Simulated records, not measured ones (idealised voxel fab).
process module | voxel released beams
cross-section cut | 170 nm wide | cells 5 nm
A cross-section is a grid of square cells, given in bands from the top down. A band is one or more rows of cells.
Each band's line starts with the height of the band's top and of its bottom, in nm. Then come its materials from left to right, each with its width in nm. One material with "throughout" fills the band from edge to edge. "air" is empty space.
Height 0 is the level under which the wafer as received is all one material. The lowest band goes on downwards, as in "0 down".
A width such as "30 to 40" changes by the same amount from each row of cells to the next, from the band's top row to its bottom row.
"no change" after a step means that no cell of the cross-section changed.
closed voids: empty space of 8 cells or more with no open way to the top, each as width x height at its distance from the left edge, in nm
after a step's settings: what the simulator itself notes on the step
overlay nm, on a step with a mask: how far to the right of its planned place the mask lay; to the left if negative
plan
1 op RECEIVE | material Si
2 op CONFORMAL_DEP | material Al2O3 | thk nm 5
3 op DIRECTIONAL_DEP | material SiO2 | thk nm 20
4 op PATTERN | tone open | mask id ANCHOR | material resist | width nm 30 | thk nm 20 | overlay nm 0
5 op DIRECTIONAL_ETCH | etch materials SiO2 | depth nm 20
6 op STRIP | etch materials resist
7 op CONFORMAL_DEP | material W | thk nm 10
8 op PATTERN | tone cover | mask id BEAM | material resist | width nm 75 | thk nm 15 | overlay nm 0
9 op DIRECTIONAL_ETCH | etch materials W | depth nm 10
10 op STRIP | etch materials resist
11 op STRIP | etch materials SiO2
varied across the wafers: thk nm of step 2. The plan shows the first wafer's value. All wafers start alike
first wafer as received, after step 1
  0 down: Si throughout
  closed voids: none
each wafer at the end: cells of each material gained (+) or lost (-) since it was received, then its closed voids
thk nm 5 | +34 Al2O3 | +46 W | closed voids: none
thk nm 10 | +68 Al2O3 | +46 W | closed voids: none
thk nm 15 | +102 Al2O3 | +46 W | closed voids: none
thk nm 20 | +136 Al2O3 | +46 W | closed voids: none
thk nm 25 | +170 Al2O3 | +46 W | closed voids: none
